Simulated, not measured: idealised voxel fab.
Proc. module: voxel wiring stack
The cross-section on display is named cut; it measures 280 nm wide, and its cells are 5 nm squares.
Square cells in a grid make up a cross-section in this document, and the grid is given as bands, listed from the top down, each one or more rows of cells.
Look at the band entry: it leads with the top's height and the bottom's height in nm. Then it lists the materials left to right, with a width in nm for each. The word "throughout" on a single material says that material fills the band edge to edge. The word "empty" is empty space.
Ref level 0: as-received wafer is one material below here. Bottom band extends down with no lower bound ("0..down").
Quick explanation for "30..40": the width changes in equal steps down the rows of cells, from the first number in the band's top row to the second number in its bottom row.
The cross-section has no changed cell in any step marked "identical to before".
Empty spaces without an open route to the top, at least 8 cells in extent, make up the entry "Fully sealed voids"; each is given as width x height at distance, where the distance is measured from the left edge, and all are in nm.
On each step's line, the part that comes after the settings is the simulator's own comment on the step.
Among the settings permitted on a step's line is "overlay nm"; applied to a step with a mask, it specifies the extent to which the mask lay to the right of its planned position, whereas a negative figure signifies a position to the left.
Read the rest as pairs. Take the cross-section before one process step, then the cross-section after it, which shows only down to the lowest band that changed. Under the pair, find the step between them and its settings. Bear in mind that pairs may come from different runs of this module on the same starting wafer: link a pair to the pair above it only where its entry headed "Pre-step profile" says to.
# Pre-step profile
* 70..55 | 105 nm aC, 15 nm empty, 25 nm aC, 15 nm empty, 120 nm aC
* 55..35 | lowk throughout
* 35..30 | SiCN throughout
* 30..20 | 105 nm lowk, 5 nm TiN, 15 nm Cu, 5 nm TiN, 15 nm lowk, 5 nm TiN, 15 nm Cu, 5 nm TiN, 110 nm lowk
* 20..15 | 105 nm lowk, 25 nm TiN, 15 nm lowk, 25 nm TiN, 110 nm lowk
* 15..5 | SiO2 throughout
* 5..0 | SiN throughout
* 0..down | Si throughout
* Fully sealed voids: none
# Resulting Structure
* 70..55 | 105 nm aC, 15 nm empty, 25 nm aC, 15 nm empty, 120 nm aC
* 55..35 | 105 nm lowk, 15 nm empty, 25 nm lowk, 15 nm empty, 120 nm lowk
* Heights below 35 show no change.
* Fully sealed voids: none
Relating the two cross-sections above, the step in between is DIRECTIONAL_ETCH (etch materials lowk; depth nm 20)
Pre-step profile: just use the after drawing of the pair above as your starting point.
# Resulting Structure
* 70..55 | 105 nm aC, 15 nm empty, 25 nm aC, 15 nm empty, 120 nm aC
* 55..35 | 105 nm lowk, 15 nm empty, 25 nm lowk, 15 nm empty, 120 nm lowk
* 35..30 | 105 nm SiCN, 15 nm empty, 25 nm SiCN, 15 nm empty, 120 nm SiCN
* Heights below 30 show no change.
* Fully sealed voids: none
Relating the two cross-sections above, the step in between is DIRECTIONAL_ETCH (etch materials SiCN; depth nm 5)
Pre-step profile: just use the after drawing of the pair above as your starting point.
# Resulting Structure
* 55..35 | 105 nm lowk, 15 nm empty, 25 nm lowk, 15 nm empty, 120 nm lowk
* Heights below 35 show no change.
* Fully sealed voids: none
Relating the two cross-sections above, the step in between is STRIP (etch materials aC)
Pre-step profile: just use the after drawing of the pair above as your starting point.
# Resulting Structure
* 60..55 | 110 nm TiN, 5 nm empty, 35 nm TiN, 5 nm empty, 125 nm TiN
* 55..35 | 105 nm lowk, 5 nm TiN, 5 nm empty, 5 nm TiN, 25 nm lowk, 5 nm TiN, 5 nm empty, 5 nm TiN, 120 nm lowk
* 35..30 | 105 nm SiCN, 15 nm TiN, 25 nm SiCN, 15 nm TiN, 120 nm SiCN
* Heights below 30 show no change.
* Fully sealed voids: none
Relating the two cross-sections above, the step in between is CONFORMAL_DEP (material TiN; thk nm 5)
Pre-step profile: just use the after drawing of the pair above as your starting point.
# Resulting Structure
* 65..60 | Ru throughout
* 60..55 | 110 nm TiN, 5 nm Ru, 35 nm TiN, 5 nm Ru, 125 nm TiN
* 55..35 | 105 nm lowk, 5 nm TiN, 5 nm Ru, 5 nm TiN, 25 nm lowk, 5 nm TiN, 5 nm Ru, 5 nm TiN, 120 nm lowk
* Heights below 35 show no change.
* Fully sealed voids: none
Relating the two cross-sections above, the step in between is FILL_DEP (material Ru; thk nm 5)
Pre-step profile: just use the after drawing of the pair above as your starting point.
# Resulting Structure
* 55..35 | 105 nm lowk, 5 nm TiN, 5 nm Ru, 5 nm TiN, 25 nm lowk, 5 nm TiN, 5 nm Ru, 5 nm TiN, 120 nm lowk
* Heights below 35 show no change.
* Fully sealed voids: none
Relating the two cross-sections above, the step in between is CMP (height nm 55)
Pre-step profile: just use the after drawing of the pair above as your starting point.
# Resulting Structure
* 60..55 | SiCN throughout
* Heights below 55 show no change.
* Fully sealed voids: none
Relating the two cross-sections above, the step in between is CONFORMAL_DEP (material SiCN; thk nm 5)
Pre-step profile: just use the after drawing of the pair above as your starting point.
# Resulting Structure
* 85..60 | lowk throughout
* Heights below 60 show no change.
* Fully sealed voids: none
Relating the two cross-sections above, the step in between is DIRECTIONAL_DEP (material lowk; thk nm 25)
Pre-step profile: just use the after drawing of the pair above as your starting point.
# Resulting Structure
* 85..60 | 105 nm lowk, 25 nm empty, 15 nm lowk, 25 nm empty, 110 nm lowk
* Heights below 60 show no change.
* Fully sealed voids: none
Relating the two cross-sections above, the step in between is MASKED_ETCH (tone open; mask id METAL_2; width nm 25; pitch nm 40; etch materials lowk; depth nm 25; overlay nm 0)
Pre-step profile: just use the after drawing of the pair above as your starting point.
# Resulting Structure
* 85..60 | 105 nm lowk, 25 nm empty, 15 nm lowk, 25 nm empty, 110 nm lowk
* 60..55 | 105 nm SiCN, 25 nm empty, 15 nm SiCN, 25 nm empty, 110 nm SiCN
* Heights below 55 show no change.
* Fully sealed voids: none
Relating the two cross-sections above, the step in between is MASKED_ETCH (tone open; mask id METAL_2; width nm 25; pitch nm 40; etch materials SiCN; depth nm 5; overlay nm 0)
Pre-step profile: just use the after drawing of the pair above as your starting point.
# Resulting Structure
* 90..85 | 110 nm TiN, 15 nm empty, 25 nm TiN, 15 nm empty, 115 nm TiN
* 85..60 | 105 nm lowk, 5 nm TiN, 15 nm empty, 5 nm TiN, 15 nm lowk, 5 nm TiN, 15 nm empty, 5 nm TiN, 110 nm lowk
* 60..55 | 105 nm SiCN, 25 nm TiN, 15 nm SiCN, 25 nm TiN, 110 nm SiCN
* Heights below 55 show no change.
* Fully sealed voids: none
Relating the two cross-sections above, the step in between is CONFORMAL_DEP (material TiN; thk nm 5)
Pre-step profile: just use the after drawing of the pair above as your starting point.
# Resulting Structure
* 95..90 | Cu throughout
* 90..85 | 110 nm TiN, 15 nm Cu, 25 nm TiN, 15 nm Cu, 115 nm TiN
* 85..60 | 105 nm lowk, 5 nm TiN, 15 nm Cu, 5 nm TiN, 15 nm lowk, 5 nm TiN, 15 nm Cu, 5 nm TiN, 110 nm lowk
* Heights below 60 show no change.
* Fully sealed voids: none
Relating the two cross-sections above, the step in between is FILL_DEP (material Cu; thk nm 5)
Pre-step profile: just use the after drawing of the pair above as your starting point.
# Resulting Structure
* 85..60 | 105 nm lowk, 5 nm TiN, 15 nm Cu, 5 nm TiN, 15 nm lowk, 5 nm TiN, 15 nm Cu, 5 nm TiN, 110 nm lowk
* Heights below 60 show no change.
* Fully sealed voids: none
Relating the two cross-sections above, the step in between is CMP (height nm 85)
Pre-step profile: just use the after drawing of the pair above as your starting point.
# Resulting Structure
* 90..85 | SiN throughout
* Heights below 85 show no change.
* Fully sealed voids: none
Relating the two cross-sections above, the step in between is CONFORMAL_DEP (material SiN; thk nm 5)
# Pre-step profile
* 65..60 | Ru throughout
* 60..55 | 110 nm TiN, 5 nm Ru, 35 nm TiN, 5 nm Ru, 125 nm TiN
* 55..35 | 105 nm lowk, 5 nm TiN, 5 nm Ru, 5 nm TiN, 25 nm lowk, 5 nm TiN, 5 nm Ru, 5 nm TiN, 120 nm lowk
* 35..30 | 105 nm SiCN, 15 nm TiN, 25 nm SiCN, 15 nm TiN, 120 nm SiCN
* 30..15 | 105 nm lowk, 5 nm TiN, 15 nm Cu, 5 nm TiN, 15 nm lowk, 5 nm TiN, 15 nm Cu, 5 nm TiN, 110 nm lowk
* 15..10 | 105 nm SiN, 25 nm TiN, 15 nm SiN, 25 nm TiN, 110 nm SiN
* 10..0 | SiO2 throughout
* 0..down | Si throughout
* Fully sealed voids: none
# Resulting Structure
* 60..55 | 110 nm TiN, 5 nm Ru, 35 nm TiN, 5 nm Ru, 125 nm TiN
* Heights below 55 show no change.
* Fully sealed voids: none
Relating the two cross-sections above, the step in between is CMP (height nm 60)
Pre-step profile: just use the after drawing of the pair above as your starting point.
# Resulting Structure
* 65..60 | SiCN throughout
* Heights below 60 show no change.
* Fully sealed voids: none
Relating the two cross-sections above, the step in between is CONFORMAL_DEP (material SiCN; thk nm 5)
Pre-step profile: just use the after drawing of the pair above as your starting point.
# Resulting Structure
* 90..65 | lowk throughout
* Heights below 65 show no change.
* Fully sealed voids: none
Relating the two cross-sections above, the step in between is DIRECTIONAL_DEP (material lowk; thk nm 25)
Pre-step profile: just use the after drawing of the pair above as your starting point.
# Resulting Structure
* 90..65 | 105 nm lowk, 25 nm empty, 15 nm lowk, 25 nm empty, 110 nm lowk
* Heights below 65 show no change.
* Fully sealed voids: none
Relating the two cross-sections above, the step in between is MASKED_ETCH (tone open; mask id METAL_2; width nm 25; pitch nm 40; etch materials lowk; depth nm 25; overlay nm 0)
Pre-step profile: just use the after drawing of the pair above as your starting point.
# Resulting Structure
* 90..65 | 105 nm lowk, 25 nm empty, 15 nm lowk, 25 nm empty, 110 nm lowk
* 65..60 | 105 nm SiCN, 25 nm empty, 15 nm SiCN, 25 nm empty, 110 nm SiCN
* Heights below 60 show no change.
* Fully sealed voids: none
Relating the two cross-sections above, the step in between is MASKED_ETCH (tone open; mask id METAL_2; width nm 25; pitch nm 40; etch materials SiCN; depth nm 5; overlay nm 0)
Pre-step profile: just use the after drawing of the pair above as your starting point.
# Resulting Structure
* 95..90 | 110 nm TiN, 15 nm empty, 25 nm TiN, 15 nm empty, 115 nm TiN
* 90..65 | 105 nm lowk, 5 nm TiN, 15 nm empty, 5 nm TiN, 15 nm lowk, 5 nm TiN, 15 nm empty, 5 nm TiN, 110 nm lowk
* 65..60 | 105 nm SiCN, 25 nm TiN, 15 nm SiCN, 25 nm TiN, 110 nm SiCN
* Heights below 60 show no change.
* Fully sealed voids: none
Relating the two cross-sections above, the step in between is CONFORMAL_DEP (material TiN; thk nm 5)
Pre-step profile: just use the after drawing of the pair above as your starting point.
# Resulting Structure
* 100..95 | Cu throughout
* 95..90 | 110 nm TiN, 15 nm Cu, 25 nm TiN, 15 nm Cu, 115 nm TiN
* 90..65 | 105 nm lowk, 5 nm TiN, 15 nm Cu, 5 nm TiN, 15 nm lowk, 5 nm TiN, 15 nm Cu, 5 nm TiN, 110 nm lowk
* Heights below 65 show no change.
* Fully sealed voids: none
Relating the two cross-sections above, the step in between is FILL_DEP (material Cu; thk nm 5)
Pre-step profile: just use the after drawing of the pair above as your starting point.
# Resulting Structure
* 85..65 | 105 nm lowk, 5 nm TiN, 15 nm Cu, 5 nm TiN, 15 nm lowk, 5 nm TiN, 15 nm Cu, 5 nm TiN, 110 nm lowk
* Heights below 65 show no change.
* Fully sealed voids: none
Relating the two cross-sections above, the step in between is CMP (height nm 85)
Pre-step profile: just use the after drawing of the pair above as your starting point.
# Resulting Structure
* 90..85 | SiN throughout
* Heights below 85 show no change.
* Fully sealed voids: none
Relating the two cross-sections above, the step in between is CONFORMAL_DEP (material SiN; thk nm 5)
# Pre-step profile
* 40..30 | aC throughout
* 30..15 | lowk throughout
* 15..10 | SiN throughout
* 10..0 | SiO2 throughout
* 0..down | Si throughout
* Fully sealed voids: none
# Resulting Structure
* 70..40 | 110 nm resist, 15 nm empty, 25 nm resist, 15 nm empty, 115 nm resist
* Heights below 40 show no change.
* Fully sealed voids: none
Relating the two cross-sections above, the step in between is PATTERN (tone open; mask id METAL_1; material resist; width nm 15; pitch nm 40; thk nm 30; overlay nm 0)
Pre-step profile: just use the after drawing of the pair above as your starting point.
# Resulting Structure
* 60..40 | 110 nm resist, 15 nm empty, 25 nm resist, 15 nm empty, 115 nm resist
* 40..30 | 110 nm aC, 15 nm empty, 25 nm aC, 15 nm empty, 115 nm aC
* Heights below 30 show no change.
* Fully sealed voids: none
Relating the two cross-sections above, the step in between is DIRECTIONAL_ETCH (etch materials aC; depth nm 10)
Pre-step profile: just use the after drawing of the pair above as your starting point.
# Resulting Structure
* 40..30 | 110 nm aC, 15 nm empty, 25 nm aC, 15 nm empty, 115 nm aC
* Heights below 30 show no change.
* Fully sealed voids: none
Relating the two cross-sections above, the step in between is STRIP (etch materials resist)
Pre-step profile: just use the after drawing of the pair above as your starting point.
# Resulting Structure
* 40..30 | 110 nm aC, 15 nm empty, 25 nm aC, 15 nm empty, 115 nm aC
* 30..15 | 110 nm lowk, 15 nm empty, 25 nm lowk, 15 nm empty, 115 nm lowk
* Heights below 15 show no change.
* Fully sealed voids: none
Relating the two cross-sections above, the step in between is DIRECTIONAL_ETCH (etch materials lowk; depth nm 15)
Pre-step profile: just use the after drawing of the pair above as your starting point.
# Resulting Structure
* 40..30 | 110 nm aC, 15 nm empty, 25 nm aC, 15 nm empty, 115 nm aC
* 30..15 | 110 nm lowk, 15 nm empty, 25 nm lowk, 15 nm empty, 115 nm lowk
* 15..10 | 110 nm SiN, 15 nm empty, 25 nm SiN, 15 nm empty, 115 nm SiN
* Heights below 10 show no change.
* Fully sealed voids: none
Relating the two cross-sections above, the step in between is DIRECTIONAL_ETCH (etch materials SiN; depth nm 5)
Pre-step profile: just use the after drawing of the pair above as your starting point.
# Resulting Structure
* 30..15 | 110 nm lowk, 15 nm empty, 25 nm lowk, 15 nm empty, 115 nm lowk
* Heights below 15 show no change.
* Fully sealed voids: none
Relating the two cross-sections above, the step in between is STRIP (etch materials aC)
Pre-step profile: just use the after drawing of the pair above as your starting point.
# Resulting Structure
* 35..30 | 115 nm TiN, 5 nm empty, 35 nm TiN, 5 nm empty, 120 nm TiN
* 30..15 | 110 nm lowk, 5 nm TiN, 5 nm empty, 5 nm TiN, 25 nm lowk, 5 nm TiN, 5 nm empty, 5 nm TiN, 115 nm lowk
* 15..10 | 110 nm SiN, 15 nm TiN, 25 nm SiN, 15 nm TiN, 115 nm SiN
* Heights below 10 show no change.
* Fully sealed voids: none
Relating the two cross-sections above, the step in between is CONFORMAL_DEP (material TiN; thk nm 5)
Pre-step profile: just use the after drawing of the pair above as your starting point.
# Resulting Structure
* 40..35 | Cu throughout
* 35..30 | 115 nm TiN, 5 nm Cu, 35 nm TiN, 5 nm Cu, 120 nm TiN
* 30..15 | 110 nm lowk, 5 nm TiN, 5 nm Cu, 5 nm TiN, 25 nm lowk, 5 nm TiN, 5 nm Cu, 5 nm TiN, 115 nm lowk
* Heights below 15 show no change.
* Fully sealed voids: none
Relating the two cross-sections above, the step in between is FILL_DEP (material Cu; thk nm 5)
Pre-step profile: just use the after drawing of the pair above as your starting point.
# Resulting Structure
* 30..15 | 110 nm lowk, 5 nm TiN, 5 nm Cu, 5 nm TiN, 25 nm lowk, 5 nm TiN, 5 nm Cu, 5 nm TiN, 115 nm lowk
* Heights below 15 show no change.
* Fully sealed voids: none
Relating the two cross-sections above, the step in between is CMP (height nm 30)
Pre-step profile: just use the after drawing of the pair above as your starting point.
# Resulting Structure
* 35..30 | SiCN throughout
* Heights below 30 show no change.
* Fully sealed voids: none
Relating the two cross-sections above, the step in between is CONFORMAL_DEP (material SiCN; thk nm 5)
Pre-step profile: just use the after drawing of the pair above as your starting point.
# Resulting Structure
* 55..35 | lowk throughout
* Heights below 35 show no change.
* Fully sealed voids: none
Relating the two cross-sections above, the step in between is DIRECTIONAL_DEP (material lowk; thk nm 20)
Pre-step profile: just use the after drawing of the pair above as your starting point.
# Resulting Structure
* 70..55 | aC throughout
* Heights below 55 show no change.
* Fully sealed voids: none
Relating the two cross-sections above, the step in between is DIRECTIONAL_DEP (material aC; thk nm 15)
Pre-step profile: just use the after drawing of the pair above as your starting point.
# Resulting Structure
* 105..70 | 105 nm resist, 15 nm empty, 25 nm resist, 15 nm empty, 120 nm resist
* Heights below 70 show no change.
* Fully sealed voids: none
Relating the two cross-sections above, the step in between is PATTERN (tone open; mask id PLUG_1; material resist; width nm 15; pitch nm 40; thk nm 35; overlay nm 0)
Pre-step profile: just use the after drawing of the pair above as your starting point.
# Resulting Structure
* 90..70 | 105 nm resist, 15 nm empty, 25 nm resist, 15 nm empty, 120 nm resist
* 70..55 | 105 nm aC, 15 nm empty, 25 nm aC, 15 nm empty, 120 nm aC
* Heights below 55 show no change.
* Fully sealed voids: none
Relating the two cross-sections above, the step in between is DIRECTIONAL_ETCH (etch materials aC; depth nm 15)
Pre-step profile: just use the after drawing of the pair above as your starting point.
# Resulting Structure
* 70..55 | 105 nm aC, 15 nm empty, 25 nm aC, 15 nm empty, 120 nm aC
* Heights below 55 show no change.
* Fully sealed voids: none
Relating the two cross-sections above, the step in between is STRIP (etch materials resist)
Pre-step profile: just use the after drawing of the pair above as your starting point.
# Resulting Structure
* 70..55 | 105 nm aC, 15 nm empty, 25 nm aC, 15 nm empty, 120 nm aC
* 55..35 | 105 nm lowk, 15 nm empty, 25 nm lowk, 15 nm empty, 120 nm lowk
* Heights below 35 show no change.
* Fully sealed voids: none
Relating the two cross-sections above, the step in between is DIRECTIONAL_ETCH (etch materials lowk; depth nm 20)
Pre-step profile: just use the after drawing of the pair above as your starting point.
# Resulting Structure
* 70..55 | 105 nm aC, 15 nm empty, 25 nm aC, 15 nm empty, 120 nm aC
* 55..35 | 105 nm lowk, 15 nm empty, 25 nm lowk, 15 nm empty, 120 nm lowk
* 35..30 | 105 nm SiCN, 15 nm empty, 25 nm SiCN, 15 nm empty, 120 nm SiCN
* Heights below 30 show no change.
* Fully sealed voids: none
Relating the two cross-sections above, the step in between is DIRECTIONAL_ETCH (etch materials SiCN; depth nm 5)
Pre-step profile: just use the after drawing of the pair above as your starting point.
# Resulting Structure
* 55..35 | 105 nm lowk, 15 nm empty, 25 nm lowk, 15 nm empty, 120 nm lowk
* Heights below 35 show no change.
* Fully sealed voids: none
Relating the two cross-sections above, the step in between is STRIP (etch materials aC)
Pre-step profile: just use the after drawing of the pair above as your starting point.
# Resulting Structure
* 60..55 | 110 nm TiN, 5 nm empty, 35 nm TiN, 5 nm empty, 125 nm TiN
* 55..35 | 105 nm lowk, 5 nm TiN, 5 nm empty, 5 nm TiN, 25 nm lowk, 5 nm TiN, 5 nm empty, 5 nm TiN, 120 nm lowk
* 35..30 | 105 nm SiCN, 15 nm TiN, 25 nm SiCN, 15 nm TiN, 120 nm SiCN
* Heights below 30 show no change.
* Fully sealed voids: none
Relating the two cross-sections above, the step in between is CONFORMAL_DEP (material TiN; thk nm 5)
Pre-step profile: just use the after drawing of the pair above as your starting point.
# Resulting Structure
* 65..60 | Ru throughout
* 60..55 | 110 nm TiN, 5 nm Ru, 35 nm TiN, 5 nm Ru, 125 nm TiN
* 55..35 | 105 nm lowk, 5 nm TiN, 5 nm Ru, 5 nm TiN, 25 nm lowk, 5 nm TiN, 5 nm Ru, 5 nm TiN, 120 nm lowk
* Heights below 35 show no change.
* Fully sealed voids: none
Relating the two cross-sections above, the step in between is FILL_DEP (material Ru; thk nm 5)
Pre-step profile: just use the after drawing of the pair above as your starting point.
# Resulting Structure
* 55..35 | 105 nm lowk, 5 nm TiN, 5 nm Ru, 5 nm TiN, 25 nm lowk, 5 nm TiN, 5 nm Ru, 5 nm TiN, 120 nm lowk
* Heights below 35 show no change.
* Fully sealed voids: none
Relating the two cross-sections above, the step in between is CMP (height nm 55)
Pre-step profile: just use the after drawing of the pair above as your starting point.
# Resulting Structure
* 60..55 | SiCN throughout
* Heights below 55 show no change.
* Fully sealed voids: none
Relating the two cross-sections above, the step in between is CONFORMAL_DEP (material SiCN; thk nm 5)
Pre-step profile: just use the after drawing of the pair above as your starting point.
# Resulting Structure
* 85..60 | lowk throughout
* Heights below 60 show no change.
* Fully sealed voids: none
Relating the two cross-sections above, the step in between is DIRECTIONAL_DEP (material lowk; thk nm 25)
Pre-step profile: just use the after drawing of the pair above as your starting point.
# Resulting Structure
* 85..60 | 105 nm lowk, 25 nm empty, 15 nm lowk, 25 nm empty, 110 nm lowk
* Heights below 60 show no change.
* Fully sealed voids: none
Relating the two cross-sections above, the step in between is MASKED_ETCH (tone open; mask id METAL_2; width nm 25; pitch nm 40; etch materials lowk; depth nm 25; overlay nm 0)
Pre-step profile: just use the after drawing of the pair above as your starting point.
# Resulting Structure
* 85..60 | 105 nm lowk, 25 nm empty, 15 nm lowk, 25 nm empty, 110 nm lowk
* 60..55 | 105 nm SiCN, 25 nm empty, 15 nm SiCN, 25 nm empty, 110 nm SiCN
* Heights below 55 show no change.
* Fully sealed voids: none
Relating the two cross-sections above, the step in between is MASKED_ETCH (tone open; mask id METAL_2; width nm 25; pitch nm 40; etch materials SiCN; depth nm 5; overlay nm 0)
Pre-step profile: just use the after drawing of the pair above as your starting point.
# Resulting Structure
* 90..85 | 110 nm TiN, 15 nm empty, 25 nm TiN, 15 nm empty, 115 nm TiN
* 85..60 | 105 nm lowk, 5 nm TiN, 15 nm empty, 5 nm TiN, 15 nm lowk, 5 nm TiN, 15 nm empty, 5 nm TiN, 110 nm lowk
* 60..55 | 105 nm SiCN, 25 nm TiN, 15 nm SiCN, 25 nm TiN, 110 nm SiCN
* Heights below 55 show no change.
* Fully sealed voids: none
Relating the two cross-sections above, the step in between is CONFORMAL_DEP (material TiN; thk nm 5)
Pre-step profile: just use the after drawing of the pair above as your starting point.
# Resulting Structure
* 95..90 | Cu throughout
* 90..85 | 110 nm TiN, 15 nm Cu, 25 nm TiN, 15 nm Cu, 115 nm TiN
* 85..60 | 105 nm lowk, 5 nm TiN, 15 nm Cu, 5 nm TiN, 15 nm lowk, 5 nm TiN, 15 nm Cu, 5 nm TiN, 110 nm lowk
* Heights below 60 show no change.
* Fully sealed voids: none
Relating the two cross-sections above, the step in between is FILL_DEP (material Cu; thk nm 5)
Pre-step profile: just use the after drawing of the pair above as your starting point.
# Resulting Structure
* 85..60 | 105 nm lowk, 5 nm TiN, 15 nm Cu, 5 nm TiN, 15 nm lowk, 5 nm TiN, 15 nm Cu, 5 nm TiN, 110 nm lowk
* Heights below 60 show no change.
* Fully sealed voids: none
Relating the two cross-sections above, the step in between is CMP (height nm 85)
Pre-step profile: just use the after drawing of the pair above as your starting point.
# Resulting Structure
* 90..85 | SiN throughout
* Heights below 85 show no change.
* Fully sealed voids: none
Relating the two cross-sections above, the step in between is CONFORMAL_DEP (material SiN; thk nm 5)
# Pre-step profile
* 40..30 | aC throughout
* 30..15 | lowk throughout
* 15..10 | SiN throughout
* 10..0 | SiO2 throughout
* 0..down | Si throughout
* Fully sealed voids: none
# Resulting Structure
* 70..40 | 115 nm resist, 25 nm empty, 15 nm resist, 25 nm empty, 100 nm resist
* Heights below 40 show no change.
* Fully sealed voids: none
Relating the two cross-sections above, the step in between is PATTERN (tone open; mask id METAL_1; material resist; width nm 25; pitch nm 40; thk nm 30; overlay nm 10)
Pre-step profile: just use the after drawing of the pair above as your starting point.
# Resulting Structure
* 60..40 | 115 nm resist, 25 nm empty, 15 nm resist, 25 nm empty, 100 nm resist
* 40..30 | 115 nm aC, 25 nm empty, 15 nm aC, 25 nm empty, 100 nm aC
* Heights below 30 show no change.
* Fully sealed voids: none
Relating the two cross-sections above, the step in between is DIRECTIONAL_ETCH (etch materials aC; depth nm 10)
Pre-step profile: just use the after drawing of the pair above as your starting point.
# Resulting Structure
* 40..30 | 115 nm aC, 25 nm empty, 15 nm aC, 25 nm empty, 100 nm aC
* Heights below 30 show no change.
* Fully sealed voids: none
Relating the two cross-sections above, the step in between is STRIP (etch materials resist)
Pre-step profile: just use the after drawing of the pair above as your starting point.
# Resulting Structure
* 40..30 | 115 nm aC, 25 nm empty, 15 nm aC, 25 nm empty, 100 nm aC
* 30..15 | 115 nm lowk, 25 nm empty, 15 nm lowk, 25 nm empty, 100 nm lowk
* Heights below 15 show no change.
* Fully sealed voids: none
Relating the two cross-sections above, the step in between is DIRECTIONAL_ETCH (etch materials lowk; depth nm 15)
Pre-step profile: just use the after drawing of the pair above as your starting point.
# Resulting Structure
* 40..30 | 115 nm aC, 25 nm empty, 15 nm aC, 25 nm empty, 100 nm aC
* 30..15 | 115 nm lowk, 25 nm empty, 15 nm lowk, 25 nm empty, 100 nm lowk
* 15..10 | 115 nm SiN, 25 nm empty, 15 nm SiN, 25 nm empty, 100 nm SiN
* Heights below 10 show no change.
* Fully sealed voids: none
Relating the two cross-sections above, the step in between is DIRECTIONAL_ETCH (etch materials SiN; depth nm 5)
Pre-step profile: just use the after drawing of the pair above as your starting point.
# Resulting Structure
* 30..15 | 115 nm lowk, 25 nm empty, 15 nm lowk, 25 nm empty, 100 nm lowk
* Heights below 15 show no change.
* Fully sealed voids: none
Relating the two cross-sections above, the step in between is STRIP (etch materials aC)
Pre-step profile: just use the after drawing of the pair above as your starting point.
# Resulting Structure
* 35..30 | 120 nm TiN, 15 nm empty, 25 nm TiN, 15 nm empty, 105 nm TiN
* 30..15 | 115 nm lowk, 5 nm TiN, 15 nm empty, 5 nm TiN, 15 nm lowk, 5 nm TiN, 15 nm empty, 5 nm TiN, 100 nm lowk
* 15..10 | 115 nm SiN, 25 nm TiN, 15 nm SiN, 25 nm TiN, 100 nm SiN
* Heights below 10 show no change.
* Fully sealed voids: none
Relating the two cross-sections above, the step in between is CONFORMAL_DEP (material TiN; thk nm 5)
Pre-step profile: just use the after drawing of the pair above as your starting point.
# Resulting Structure
* 40..35 | Cu throughout
* 35..30 | 120 nm TiN, 15 nm Cu, 25 nm TiN, 15 nm Cu, 105 nm TiN
* 30..15 | 115 nm lowk, 5 nm TiN, 15 nm Cu, 5 nm TiN, 15 nm lowk, 5 nm TiN, 15 nm Cu, 5 nm TiN, 100 nm lowk
* Heights below 15 show no change.
* Fully sealed voids: none
Relating the two cross-sections above, the step in between is FILL_DEP (material Cu; thk nm 5)
Pre-step profile: just use the after drawing of the pair above as your starting point.
# Resulting Structure
* 30..15 | 115 nm lowk, 5 nm TiN, 15 nm Cu, 5 nm TiN, 15 nm lowk, 5 nm TiN, 15 nm Cu, 5 nm TiN, 100 nm lowk
* Heights below 15 show no change.
* Fully sealed voids: none
Relating the two cross-sections above, the step in between is CMP (height nm 30)
Pre-step profile: just use the after drawing of the pair above as your starting point.
# Resulting Structure
* 35..30 | SiCN throughout
* Heights below 30 show no change.
* Fully sealed voids: none
Relating the two cross-sections above, the step in between is CONFORMAL_DEP (material SiCN; thk nm 5)
Pre-step profile: just use the after drawing of the pair above as your starting point.
# Resulting Structure
* 55..35 | lowk throughout
* Heights below 35 show no change.
* Fully sealed voids: none
Relating the two cross-sections above, the step in between is DIRECTIONAL_DEP (material lowk; thk nm 20)
Pre-step profile: just use the after drawing of the pair above as your starting point.
# Resulting Structure
* 70..55 | aC throughout
* Heights below 55 show no change.
* Fully sealed voids: none
Relating the two cross-sections above, the step in between is DIRECTIONAL_DEP (material aC; thk nm 15)
Pre-step profile: just use the after drawing of the pair above as your starting point.
# Resulting Structure
* 105..70 | 105 nm resist, 15 nm empty, 25 nm resist, 15 nm empty, 120 nm resist
* Heights below 70 show no change.
* Fully sealed voids: none
Relating the two cross-sections above, the step in between is PATTERN (tone open; mask id PLUG_1; material resist; width nm 15; pitch nm 40; thk nm 35; overlay nm 0)
Pre-step profile: just use the after drawing of the pair above as your starting point.
# Resulting Structure
* 90..70 | 105 nm resist, 15 nm empty, 25 nm resist, 15 nm empty, 120 nm resist
* 70..55 | 105 nm aC, 15 nm empty, 25 nm aC, 15 nm empty, 120 nm aC
* Heights below 55 show no change.
* Fully sealed voids: none
Relating the two cross-sections above, the step in between is DIRECTIONAL_ETCH (etch materials aC; depth nm 15)
Pre-step profile: just use the after drawing of the pair above as your starting point.
# Resulting Structure
* 70..55 | 105 nm aC, 15 nm empty, 25 nm aC, 15 nm empty, 120 nm aC
* Heights below 55 show no change.
* Fully sealed voids: none
Relating the two cross-sections above, the step in between is STRIP (etch materials resist)
Pre-step profile: just use the after drawing of the pair above as your starting point.
# Resulting Structure
* 70..55 | 105 nm aC, 15 nm empty, 25 nm aC, 15 nm empty, 120 nm aC
* 55..35 | 105 nm lowk, 15 nm empty, 25 nm lowk, 15 nm empty, 120 nm lowk
* Heights below 35 show no change.
* Fully sealed voids: none
Relating the two cross-sections above, the step in between is DIRECTIONAL_ETCH (etch materials lowk; depth nm 20)
Pre-step profile: just use the after drawing of the pair above as your starting point.
# Resulting Structure
* 70..55 | 105 nm aC, 15 nm empty, 25 nm aC, 15 nm empty, 120 nm aC
* 55..35 | 105 nm lowk, 15 nm empty, 25 nm lowk, 15 nm empty, 120 nm lowk
* 35..30 | 105 nm SiCN, 15 nm empty, 25 nm SiCN, 15 nm empty, 120 nm SiCN
* Heights below 30 show no change.
* Fully sealed voids: none
Relating the two cross-sections above, the step in between is DIRECTIONAL_ETCH (etch materials SiCN; depth nm 5)
Pre-step profile: just use the after drawing of the pair above as your starting point.
# Resulting Structure
* 55..35 | 105 nm lowk, 15 nm empty, 25 nm lowk, 15 nm empty, 120 nm lowk
* Heights below 35 show no change.
* Fully sealed voids: none
Relating the two cross-sections above, the step in between is STRIP (etch materials aC)
Pre-step profile: just use the after drawing of the pair above as your starting point.
# Resulting Structure
* 60..55 | 110 nm TiN, 5 nm empty, 35 nm TiN, 5 nm empty, 125 nm TiN
* 55..35 | 105 nm lowk, 5 nm TiN, 5 nm empty, 5 nm TiN, 25 nm lowk, 5 nm TiN, 5 nm empty, 5 nm TiN, 120 nm lowk
* 35..30 | 105 nm SiCN, 15 nm TiN, 25 nm SiCN, 15 nm TiN, 120 nm SiCN
* Heights below 30 show no change.
* Fully sealed voids: none
Relating the two cross-sections above, the step in between is CONFORMAL_DEP (material TiN; thk nm 5)
Pre-step profile: just use the after drawing of the pair above as your starting point.
# Resulting Structure
* 65..60 | Ru throughout
* 60..55 | 110 nm TiN, 5 nm Ru, 35 nm TiN, 5 nm Ru, 125 nm TiN
* 55..35 | 105 nm lowk, 5 nm TiN, 5 nm Ru, 5 nm TiN, 25 nm lowk, 5 nm TiN, 5 nm Ru, 5 nm TiN, 120 nm lowk
* Heights below 35 show no change.
* Fully sealed voids: none
Relating the two cross-sections above, the step in between is FILL_DEP (material Ru; thk nm 5)
